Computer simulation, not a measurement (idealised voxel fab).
process module | voxel wiring stack
cross-section cut | 280 nm wide | cells 5 nm
A cross-section is a grid of square cells, given in bands from the top down. A band is one or more rows of cells.
Each band's line starts with the height of the band's top and of its bottom, in nm. Then come its materials from left to right, each with its width in nm. One material with "throughout" fills the band from edge to edge. "air" is empty space.
Height 0 is the level under which the wafer as received is all one material. The lowest band goes on downwards, as in "0 down".
A width such as "30 to 40" changes by the same amount from each row of cells to the next, from the band's top row to its bottom row.
"no change" after a step means that no cell of the cross-section changed.
closed voids: empty space of 8 cells or more with no open way to the top, each as width x height at its distance from the left edge, in nm
after a step's settings: what the simulator itself notes on the step
overlay nm, on a step with a mask: how far to the right of its planned place the mask lay; to the left if negative
plan
1 op RECEIVE | material Si
2 op CONFORMAL_DEP | material SiO2 | thk nm 10
3 op CONFORMAL_DEP | material SiCN | thk nm 5
4 op DIRECTIONAL_DEP | material lowk | thk nm 25
5 op DIRECTIONAL_DEP | material aC | thk nm 10
6 op PATTERN | tone open | mask id METAL_1 | material resist | width nm 30 | pitch nm 55 | thk nm 30 | overlay nm 0
7 op DIRECTIONAL_ETCH | etch materials aC | depth nm 10
8 op STRIP | etch materials resist
9 op DIRECTIONAL_ETCH | etch materials lowk | depth nm 25
10 op DIRECTIONAL_ETCH | etch materials SiCN | depth nm 5
11 op STRIP | etch materials aC
12 op CONFORMAL_DEP | material TiN | thk nm 5
13 op FILL_DEP | material Ru | thk nm 5
14 op CMP | height nm 40
15 op EPI | material Ru | thk nm 5
16 op FILL_DEP | material SiCN | thk nm 5
17 op DIRECTIONAL_DEP | material lowk | thk nm 15
18 op DIRECTIONAL_DEP | material aC | thk nm 15
19 op PATTERN | tone open | mask id PLUG_1 | material resist | width nm 15 | pitch nm 110 | thk nm 35 | overlay nm 0
20 op DIRECTIONAL_ETCH | etch materials aC | depth nm 15
21 op STRIP | etch materials resist
22 op DIRECTIONAL_ETCH | etch materials lowk | depth nm 15
23 op DIRECTIONAL_ETCH | etch materials SiCN | depth nm 5
24 op STRIP | etch materials aC
25 op EPI | material Ru | thk nm 10
26 op EPI | material Ru | thk nm 10
27 op DIRECTIONAL_DEP | material TiN | thk nm 5
28 op DIRECTIONAL_DEP | material W | thk nm 25
29 op DIRECTIONAL_DEP | material aC | thk nm 10
30 op PATTERN | tone cover | mask id METAL_2 | material resist | width nm 30 | pitch nm 55 | thk nm 30 | overlay nm 0
31 op DIRECTIONAL_ETCH | etch materials aC | depth nm 10
32 op STRIP | etch materials resist
33 op DIRECTIONAL_ETCH | etch materials W | depth nm 25
34 op DIRECTIONAL_ETCH | etch materials TiN | depth nm 5
35 op STRIP | etch materials aC
36 op CONFORMAL_DEP | material SiCN | thk nm 5
37 op FILL_DEP | material lowk | thk nm 5
38 op CMP | height nm 95
39 op CONFORMAL_DEP | material SiCN | thk nm 5
40 op DIRECTIONAL_DEP | material SiO2 | thk nm 20
41 op MASKED_ETCH | tone open | mask id PLUG_2 | width nm 15 | pitch nm 55 | etch materials SiO2 | depth nm 20 | overlay nm 0
42 op MASKED_ETCH | tone open | mask id PLUG_2 | width nm 15 | pitch nm 55 | etch materials SiCN | depth nm 5 | overlay nm 0
43 op EPI | material Ru | thk nm 10
44 op EPI | material Ru | thk nm 10
45 op EPI | material Ru | thk nm 5
46 op DIRECTIONAL_DEP | material TiN | thk nm 5
47 op DIRECTIONAL_DEP | material Ru | thk nm 25
48 op MASKED_ETCH | tone cover | mask id METAL_3 | width nm 30 | pitch nm 55 | etch materials Ru | depth nm 25 | overlay nm 0
49 op MASKED_ETCH | tone cover | mask id METAL_3 | width nm 30 | pitch nm 55 | etch materials TiN | depth nm 5 | overlay nm 0
50 op FILL_DEP | material lowk | thk nm 5
51 op CMP | height nm 150
52 op CONFORMAL_DEP | material SiN | thk nm 5
first wafer, as planned
as received, after step 1
  0 down: Si throughout
  closed voids: none
after step 2
  10 to 0: SiO2 throughout
  below 0: unchanged
after step 3
  15 to 10: SiCN throughout
  below 10: unchanged
after step 4
  40 to 15: lowk throughout
  below 15: unchanged
after step 5
  50 to 40: aC throughout
  below 40: unchanged
after step 6
  80 to 50: resist 40 | air 30 | resist 25 | air 30 | resist 25 | air 30 | resist 25 | air 30 | resist 45
  below 50: unchanged
after step 7
  70 to 50: resist 40 | air 30 | resist 25 | air 30 | resist 25 | air 30 | resist 25 | air 30 | resist 45
  50 to 40: aC 40 | air 30 | aC 25 | air 30 | aC 25 | air 30 | aC 25 | air 30 | aC 45
  below 40: unchanged
after step 8
  50 to 40: aC 40 | air 30 | aC 25 | air 30 | aC 25 | air 30 | aC 25 | air 30 | aC 45
  below 40: unchanged
after step 9
  50 to 40: aC 40 | air 30 | aC 25 | air 30 | aC 25 | air 30 | aC 25 | air 30 | aC 45
  40 to 15: lowk 40 | air 30 | lowk 25 | air 30 | lowk 25 | air 30 | lowk 25 | air 30 | lowk 45
  below 15: unchanged
after step 10
  50 to 40: aC 40 | air 30 | aC 25 | air 30 | aC 25 | air 30 | aC 25 | air 30 | aC 45
  40 to 15: lowk 40 | air 30 | lowk 25 | air 30 | lowk 25 | air 30 | lowk 25 | air 30 | lowk 45
  15 to 10: SiCN 40 | air 30 | SiCN 25 | air 30 | SiCN 25 | air 30 | SiCN 25 | air 30 | SiCN 45
  below 10: unchanged
after step 11
  40 to 15: lowk 40 | air 30 | lowk 25 | air 30 | lowk 25 | air 30 | lowk 25 | air 30 | lowk 45
  below 15: unchanged
after step 12
  45 to 40: TiN 45 | air 20 | TiN 35 | air 20 | TiN 35 | air 20 | TiN 35 | air 20 | TiN 50
  40 to 15: lowk 40 | TiN 5 | air 20 | TiN 5 | lowk 25 | TiN 5 | air 20 | TiN 5 | lowk 25 | TiN 5 | air 20 | TiN 5 | lowk 25 | TiN 5 | air 20 | TiN 5 | lowk 45
  15 to 10: SiCN 40 | TiN 30 | SiCN 25 | TiN 30 | SiCN 25 | TiN 30 | SiCN 25 | TiN 30 | SiCN 45
  below 10: unchanged
after step 13
  50 to 45: Ru throughout
  45 to 40: TiN 45 | Ru 20 | TiN 35 | Ru 20 | TiN 35 | Ru 20 | TiN 35 | Ru 20 | TiN 50
  40 to 15: lowk 40 | TiN 5 | Ru 20 | TiN 5 | lowk 25 | TiN 5 | Ru 20 | TiN 5 | lowk 25 | TiN 5 | Ru 20 | TiN 5 | lowk 25 | TiN 5 | Ru 20 | TiN 5 | lowk 45
  below 15: unchanged
after step 14
  40 to 15: lowk 40 | TiN 5 | Ru 20 | TiN 5 | lowk 25 | TiN 5 | Ru 20 | TiN 5 | lowk 25 | TiN 5 | Ru 20 | TiN 5 | lowk 25 | TiN 5 | Ru 20 | TiN 5 | lowk 45
  below 15: unchanged
after step 15
  45 to 40: air 35 | Ru 40 | air 15 | Ru 40 | air 15 | Ru 40 | air 15 | Ru 40 | air 40
  below 40: unchanged
after step 16
  50 to 45: SiCN throughout
  45 to 40: SiCN 35 | Ru 40 | SiCN 15 | Ru 40 | SiCN 15 | Ru 40 | SiCN 15 | Ru 40 | SiCN 40
  below 40: unchanged
after step 17
  65 to 50: lowk throughout
  below 50: unchanged
after step 18
  80 to 65: aC throughout
  below 65: unchanged
after step 19
  115 to 80: resist 40 | air 15 | resist 95 | air 15 | resist 115
  below 80: unchanged
after step 20
  100 to 80: resist 40 | air 15 | resist 95 | air 15 | resist 115
  80 to 65: aC 40 | air 15 | aC 95 | air 15 | aC 115
  below 65: unchanged
after step 21
  80 to 65: aC 40 | air 15 | aC 95 | air 15 | aC 115
  below 65: unchanged
after step 22
  80 to 65: aC 40 | air 15 | aC 95 | air 15 | aC 115
  65 to 50: lowk 40 | air 15 | lowk 95 | air 15 | lowk 115
  below 50: unchanged
after step 23
  80 to 65: aC 40 | air 15 | aC 95 | air 15 | aC 115
  65 to 50: lowk 40 | air 15 | lowk 95 | air 15 | lowk 115
  50 to 45: SiCN 40 | air 15 | SiCN 95 | air 15 | SiCN 115
  below 45: unchanged
after step 24
  65 to 50: lowk 40 | air 15 | lowk 95 | air 15 | lowk 115
  below 50: unchanged
after step 25
  65 to 55: lowk 40 | air 15 | lowk 95 | air 15 | lowk 115
  55 to 50: lowk 40 | Ru 15 | lowk 95 | Ru 15 | lowk 115
  50 to 45: SiCN 40 | Ru 15 | SiCN 95 | Ru 15 | SiCN 115
  below 45: unchanged
after step 26
  65 to 50: lowk 40 | Ru 15 | lowk 95 | Ru 15 | lowk 115
  below 50: unchanged
after step 27
  70 to 65: TiN throughout
  below 65: unchanged
after step 28
  95 to 70: W throughout
  below 70: unchanged
after step 29
  105 to 95: aC throughout
  below 95: unchanged
after step 30
  135 to 105: air 40 | resist 30 | air 25 | resist 30 | air 25 | resist 30 | air 25 | resist 30 | air 45
  below 105: unchanged
after step 31
  125 to 105: air 40 | resist 30 | air 25 | resist 30 | air 25 | resist 30 | air 25 | resist 30 | air 45
  105 to 95: air 40 | aC 30 | air 25 | aC 30 | air 25 | aC 30 | air 25 | aC 30 | air 45
  below 95: unchanged
after step 32
  105 to 95: air 40 | aC 30 | air 25 | aC 30 | air 25 | aC 30 | air 25 | aC 30 | air 45
  below 95: unchanged
after step 33
  105 to 95: air 40 | aC 30 | air 25 | aC 30 | air 25 | aC 30 | air 25 | aC 30 | air 45
  95 to 70: air 40 | W 30 | air 25 | W 30 | air 25 | W 30 | air 25 | W 30 | air 45
  below 70: unchanged
after step 34
  105 to 95: air 40 | aC 30 | air 25 | aC 30 | air 25 | aC 30 | air 25 | aC 30 | air 45
  95 to 70: air 40 | W 30 | air 25 | W 30 | air 25 | W 30 | air 25 | W 30 | air 45
  70 to 65: air 40 | TiN 30 | air 25 | TiN 30 | air 25 | TiN 30 | air 25 | TiN 30 | air 45
  below 65: unchanged
after step 35
  95 to 70: air 40 | W 30 | air 25 | W 30 | air 25 | W 30 | air 25 | W 30 | air 45
  below 70: unchanged
after step 36
  100 to 95: air 35 | SiCN 40 | air 15 | SiCN 40 | air 15 | SiCN 40 | air 15 | SiCN 40 | air 40
  95 to 70: air 35 | SiCN 5 | W 30 | SiCN 5 | air 15 | SiCN 5 | W 30 | SiCN 5 | air 15 | SiCN 5 | W 30 | SiCN 5 | air 15 | SiCN 5 | W 30 | SiCN 5 | air 40
  70 to 65: SiCN 40 | TiN 30 | SiCN 25 | TiN 30 | SiCN 25 | TiN 30 | SiCN 25 | TiN 30 | SiCN 45
  below 65: unchanged
after step 37
  105 to 100: lowk throughout
  100 to 95: lowk 35 | SiCN 40 | lowk 15 | SiCN 40 | lowk 15 | SiCN 40 | lowk 15 | SiCN 40 | lowk 40
  95 to 70: lowk 35 | SiCN 5 | W 30 | SiCN 5 | lowk 15 | SiCN 5 | W 30 | SiCN 5 | lowk 15 | SiCN 5 | W 30 | SiCN 5 | lowk 15 | SiCN 5 | W 30 | SiCN 5 | lowk 40
  below 70: unchanged
after step 38
  95 to 70: lowk 35 | SiCN 5 | W 30 | SiCN 5 | lowk 15 | SiCN 5 | W 30 | SiCN 5 | lowk 15 | SiCN 5 | W 30 | SiCN 5 | lowk 15 | SiCN 5 | W 30 | SiCN 5 | lowk 40
  below 70: unchanged
after step 39
  100 to 95: SiCN throughout
  below 95: unchanged
after step 40
  120 to 100: SiO2 throughout
  below 100: unchanged
after step 41
  120 to 100: SiO2 40 | air 15 | SiO2 40 | air 15 | SiO2 40 | air 15 | SiO2 40 | air 15 | SiO2 60
  below 100: unchanged
after step 42
  120 to 100: SiO2 40 | air 15 | SiO2 40 | air 15 | SiO2 40 | air 15 | SiO2 40 | air 15 | SiO2 60
  100 to 95: SiCN 40 | air 15 | SiCN 40 | air 15 | SiCN 40 | air 15 | SiCN 40 | air 15 | SiCN 60
  below 95: unchanged
after step 43
  120 to 105: SiO2 40 | air 15 | SiO2 40 | air 15 | SiO2 40 | air 15 | SiO2 40 | air 15 | SiO2 60
  105 to 100: SiO2 40 | Ru 15 | SiO2 40 | Ru 15 | SiO2 40 | Ru 15 | SiO2 40 | Ru 15 | SiO2 60
  100 to 95: SiCN 40 | Ru 15 | SiCN 40 | Ru 15 | SiCN 40 | Ru 15 | SiCN 40 | Ru 15 | SiCN 60
  below 95: unchanged
after step 44
  120 to 115: SiO2 40 | air 15 | SiO2 40 | air 15 | SiO2 40 | air 15 | SiO2 40 | air 15 | SiO2 60
  115 to 100: SiO2 40 | Ru 15 | SiO2 40 | Ru 15 | SiO2 40 | Ru 15 | SiO2 40 | Ru 15 | SiO2 60
  below 100: unchanged
after step 45
  120 to 100: SiO2 40 | Ru 15 | SiO2 40 | Ru 15 | SiO2 40 | Ru 15 | SiO2 40 | Ru 15 | SiO2 60
  below 100: unchanged
after step 46
  125 to 120: TiN throughout
  below 120: unchanged
after step 47
  150 to 125: Ru throughout
  below 125: unchanged
after step 48
  150 to 125: air 40 | Ru 30 | air 25 | Ru 30 | air 25 | Ru 30 | air 25 | Ru 30 | air 45
  below 125: unchanged
after step 49
  150 to 125: air 40 | Ru 30 | air 25 | Ru 30 | air 25 | Ru 30 | air 25 | Ru 30 | air 45
  125 to 120: air 40 | TiN 30 | air 25 | TiN 30 | air 25 | TiN 30 | air 25 | TiN 30 | air 45
  below 120: unchanged
after step 50
  155 to 150: lowk throughout
  150 to 125: lowk 40 | Ru 30 | lowk 25 | Ru 30 | lowk 25 | Ru 30 | lowk 25 | Ru 30 | lowk 45
  125 to 120: lowk 40 | TiN 30 | lowk 25 | TiN 30 | lowk 25 | TiN 30 | lowk 25 | TiN 30 | lowk 45
  below 120: unchanged
after step 51
  150 to 125: lowk 40 | Ru 30 | lowk 25 | Ru 30 | lowk 25 | Ru 30 | lowk 25 | Ru 30 | lowk 45
  below 125: unchanged
after step 52
  155 to 150: SiN throughout
  below 150: unchanged
second wafer: like start, like plan, one mistake. Through step 2 it matches the first wafer
when step 3 should have ended
  35 to 10: lowk throughout
  below 10: unchanged
when step 4 should have ended
  40 to 35: SiCN throughout
  below 35: unchanged
when step 5 should have ended
  50 to 40: aC throughout
  below 40: unchanged
when step 6 should have ended
  80 to 50: resist 40 | air 30 | resist 25 | air 30 | resist 25 | air 30 | resist 25 | air 30 | resist 45
  below 50: unchanged
when step 7 should have ended
  70 to 50: resist 40 | air 30 | resist 25 | air 30 | resist 25 | air 30 | resist 25 | air 30 | resist 45
  50 to 40: aC 40 | air 30 | aC 25 | air 30 | aC 25 | air 30 | aC 25 | air 30 | aC 45
  below 40: unchanged
when step 8 should have ended
  50 to 40: aC 40 | air 30 | aC 25 | air 30 | aC 25 | air 30 | aC 25 | air 30 | aC 45
  below 40: unchanged
when step 9 should have ended: no change
when step 10 should have ended
  50 to 40: aC 40 | air 30 | aC 25 | air 30 | aC 25 | air 30 | aC 25 | air 30 | aC 45
  40 to 35: SiCN 40 | air 30 | SiCN 25 | air 30 | SiCN 25 | air 30 | SiCN 25 | air 30 | SiCN 45
  below 35: unchanged
when step 11 should have ended
  40 to 35: SiCN 40 | air 30 | SiCN 25 | air 30 | SiCN 25 | air 30 | SiCN 25 | air 30 | SiCN 45
  below 35: unchanged
when step 12 should have ended
  45 to 40: TiN 45 | air 20 | TiN 35 | air 20 | TiN 35 | air 20 | TiN 35 | air 20 | TiN 50
  40 to 35: SiCN 40 | TiN 30 | SiCN 25 | TiN 30 | SiCN 25 | TiN 30 | SiCN 25 | TiN 30 | SiCN 45
  below 35: unchanged
when step 13 should have ended
  50 to 45: Ru throughout
  45 to 40: TiN 45 | Ru 20 | TiN 35 | Ru 20 | TiN 35 | Ru 20 | TiN 35 | Ru 20 | TiN 50
  below 40: unchanged
when step 14 should have ended
  40 to 35: SiCN 40 | TiN 30 | SiCN 25 | TiN 30 | SiCN 25 | TiN 30 | SiCN 25 | TiN 30 | SiCN 45
  below 35: unchanged
when step 15 should have ended
  45 to 40: air 35 | Ru 40 | air 15 | Ru 40 | air 15 | Ru 40 | air 15 | Ru 40 | air 40
  below 40: unchanged
when step 16 should have ended
  50 to 45: SiCN throughout
  45 to 40: SiCN 35 | Ru 40 | SiCN 15 | Ru 40 | SiCN 15 | Ru 40 | SiCN 15 | Ru 40 | SiCN 40
  below 40: unchanged
when step 17 should have ended
  65 to 50: lowk throughout
  below 50: unchanged
when step 18 should have ended
  80 to 65: aC throughout
  below 65: unchanged
when step 19 should have ended
  115 to 80: resist 40 | air 15 | resist 95 | air 15 | resist 115
  below 80: unchanged
when step 20 should have ended
  100 to 80: resist 40 | air 15 | resist 95 | air 15 | resist 115
  80 to 65: aC 40 | air 15 | aC 95 | air 15 | aC 115
  below 65: unchanged
when step 21 should have ended
  80 to 65: aC 40 | air 15 | aC 95 | air 15 | aC 115
  below 65: unchanged
when step 22 should have ended
  80 to 65: aC 40 | air 15 | aC 95 | air 15 | aC 115
  65 to 50: lowk 40 | air 15 | lowk 95 | air 15 | lowk 115
  below 50: unchanged
when step 23 should have ended
  80 to 65: aC 40 | air 15 | aC 95 | air 15 | aC 115
  65 to 50: lowk 40 | air 15 | lowk 95 | air 15 | lowk 115
  50 to 45: SiCN 40 | air 15 | SiCN 95 | air 15 | SiCN 115
  below 45: unchanged
when step 24 should have ended
  65 to 50: lowk 40 | air 15 | lowk 95 | air 15 | lowk 115
  below 50: unchanged
when step 25 should have ended
  65 to 55: lowk 40 | air 15 | lowk 95 | air 15 | lowk 115
  55 to 50: lowk 40 | Ru 15 | lowk 95 | Ru 15 | lowk 115
  50 to 45: SiCN 40 | Ru 15 | SiCN 95 | Ru 15 | SiCN 115
  below 45: unchanged
when step 26 should have ended
  65 to 50: lowk 40 | Ru 15 | lowk 95 | Ru 15 | lowk 115
  below 50: unchanged
when step 27 should have ended
  70 to 65: TiN throughout
  below 65: unchanged
when step 28 should have ended
  95 to 70: W throughout
  below 70: unchanged
when step 29 should have ended
  105 to 95: aC throughout
  below 95: unchanged
when step 30 should have ended
  135 to 105: air 40 | resist 30 | air 25 | resist 30 | air 25 | resist 30 | air 25 | resist 30 | air 45
  below 105: unchanged
when step 31 should have ended
  125 to 105: air 40 | resist 30 | air 25 | resist 30 | air 25 | resist 30 | air 25 | resist 30 | air 45
  105 to 95: air 40 | aC 30 | air 25 | aC 30 | air 25 | aC 30 | air 25 | aC 30 | air 45
  below 95: unchanged
when step 32 should have ended
  105 to 95: air 40 | aC 30 | air 25 | aC 30 | air 25 | aC 30 | air 25 | aC 30 | air 45
  below 95: unchanged
when step 33 should have ended
  105 to 95: air 40 | aC 30 | air 25 | aC 30 | air 25 | aC 30 | air 25 | aC 30 | air 45
  95 to 70: air 40 | W 30 | air 25 | W 30 | air 25 | W 30 | air 25 | W 30 | air 45
  below 70: unchanged
when step 34 should have ended
  105 to 95: air 40 | aC 30 | air 25 | aC 30 | air 25 | aC 30 | air 25 | aC 30 | air 45
  95 to 70: air 40 | W 30 | air 25 | W 30 | air 25 | W 30 | air 25 | W 30 | air 45
  70 to 65: air 40 | TiN 30 | air 25 | TiN 30 | air 25 | TiN 30 | air 25 | TiN 30 | air 45
  below 65: unchanged
when step 35 should have ended
  95 to 70: air 40 | W 30 | air 25 | W 30 | air 25 | W 30 | air 25 | W 30 | air 45
  below 70: unchanged
when step 36 should have ended
  100 to 95: air 35 | SiCN 40 | air 15 | SiCN 40 | air 15 | SiCN 40 | air 15 | SiCN 40 | air 40
  95 to 70: air 35 | SiCN 5 | W 30 | SiCN 5 | air 15 | SiCN 5 | W 30 | SiCN 5 | air 15 | SiCN 5 | W 30 | SiCN 5 | air 15 | SiCN 5 | W 30 | SiCN 5 | air 40
  70 to 65: SiCN 40 | TiN 30 | SiCN 25 | TiN 30 | SiCN 25 | TiN 30 | SiCN 25 | TiN 30 | SiCN 45
  below 65: unchanged
when step 37 should have ended
  105 to 100: lowk throughout
  100 to 95: lowk 35 | SiCN 40 | lowk 15 | SiCN 40 | lowk 15 | SiCN 40 | lowk 15 | SiCN 40 | lowk 40
  95 to 70: lowk 35 | SiCN 5 | W 30 | SiCN 5 | lowk 15 | SiCN 5 | W 30 | SiCN 5 | lowk 15 | SiCN 5 | W 30 | SiCN 5 | lowk 15 | SiCN 5 | W 30 | SiCN 5 | lowk 40
  below 70: unchanged
when step 38 should have ended
  95 to 70: lowk 35 | SiCN 5 | W 30 | SiCN 5 | lowk 15 | SiCN 5 | W 30 | SiCN 5 | lowk 15 | SiCN 5 | W 30 | SiCN 5 | lowk 15 | SiCN 5 | W 30 | SiCN 5 | lowk 40
  below 70: unchanged
when step 39 should have ended
  100 to 95: SiCN throughout
  below 95: unchanged
when step 40 should have ended
  120 to 100: SiO2 throughout
  below 100: unchanged
when step 41 should have ended
  120 to 100: SiO2 40 | air 15 | SiO2 40 | air 15 | SiO2 40 | air 15 | SiO2 40 | air 15 | SiO2 60
  below 100: unchanged
when step 42 should have ended
  120 to 100: SiO2 40 | air 15 | SiO2 40 | air 15 | SiO2 40 | air 15 | SiO2 40 | air 15 | SiO2 60
  100 to 95: SiCN 40 | air 15 | SiCN 40 | air 15 | SiCN 40 | air 15 | SiCN 40 | air 15 | SiCN 60
  below 95: unchanged
when step 43 should have ended
  120 to 105: SiO2 40 | air 15 | SiO2 40 | air 15 | SiO2 40 | air 15 | SiO2 40 | air 15 | SiO2 60
  105 to 100: SiO2 40 | Ru 15 | SiO2 40 | Ru 15 | SiO2 40 | Ru 15 | SiO2 40 | Ru 15 | SiO2 60
  100 to 95: SiCN 40 | Ru 15 | SiCN 40 | Ru 15 | SiCN 40 | Ru 15 | SiCN 40 | Ru 15 | SiCN 60
  below 95: unchanged
when step 44 should have ended
  120 to 115: SiO2 40 | air 15 | SiO2 40 | air 15 | SiO2 40 | air 15 | SiO2 40 | air 15 | SiO2 60
  115 to 100: SiO2 40 | Ru 15 | SiO2 40 | Ru 15 | SiO2 40 | Ru 15 | SiO2 40 | Ru 15 | SiO2 60
  below 100: unchanged
when step 45 should have ended
  120 to 100: SiO2 40 | Ru 15 | SiO2 40 | Ru 15 | SiO2 40 | Ru 15 | SiO2 40 | Ru 15 | SiO2 60
  below 100: unchanged
when step 46 should have ended
  125 to 120: TiN throughout
  below 120: unchanged
when step 47 should have ended
  150 to 125: Ru throughout
  below 125: unchanged
when step 48 should have ended
  150 to 125: air 40 | Ru 30 | air 25 | Ru 30 | air 25 | Ru 30 | air 25 | Ru 30 | air 45
  below 125: unchanged
when step 49 should have ended
  150 to 125: air 40 | Ru 30 | air 25 | Ru 30 | air 25 | Ru 30 | air 25 | Ru 30 | air 45
  125 to 120: air 40 | TiN 30 | air 25 | TiN 30 | air 25 | TiN 30 | air 25 | TiN 30 | air 45
  below 120: unchanged
when step 50 should have ended
  155 to 150: lowk throughout
  150 to 125: lowk 40 | Ru 30 | lowk 25 | Ru 30 | lowk 25 | Ru 30 | lowk 25 | Ru 30 | lowk 45
  125 to 120: lowk 40 | TiN 30 | lowk 25 | TiN 30 | lowk 25 | TiN 30 | lowk 25 | TiN 30 | lowk 45
  below 120: unchanged
when step 51 should have ended
  150 to 125: lowk 40 | Ru 30 | lowk 25 | Ru 30 | lowk 25 | Ru 30 | lowk 25 | Ru 30 | lowk 45
  below 125: unchanged
when step 52 should have ended
  155 to 150: SiN throughout
  below 150: unchanged
what went wrong: steps 3 and 4 were swapped
at the end the second wafer has, in cells: 80 fewer of Ru | 40 fewer of TiN | 120 more of lowk
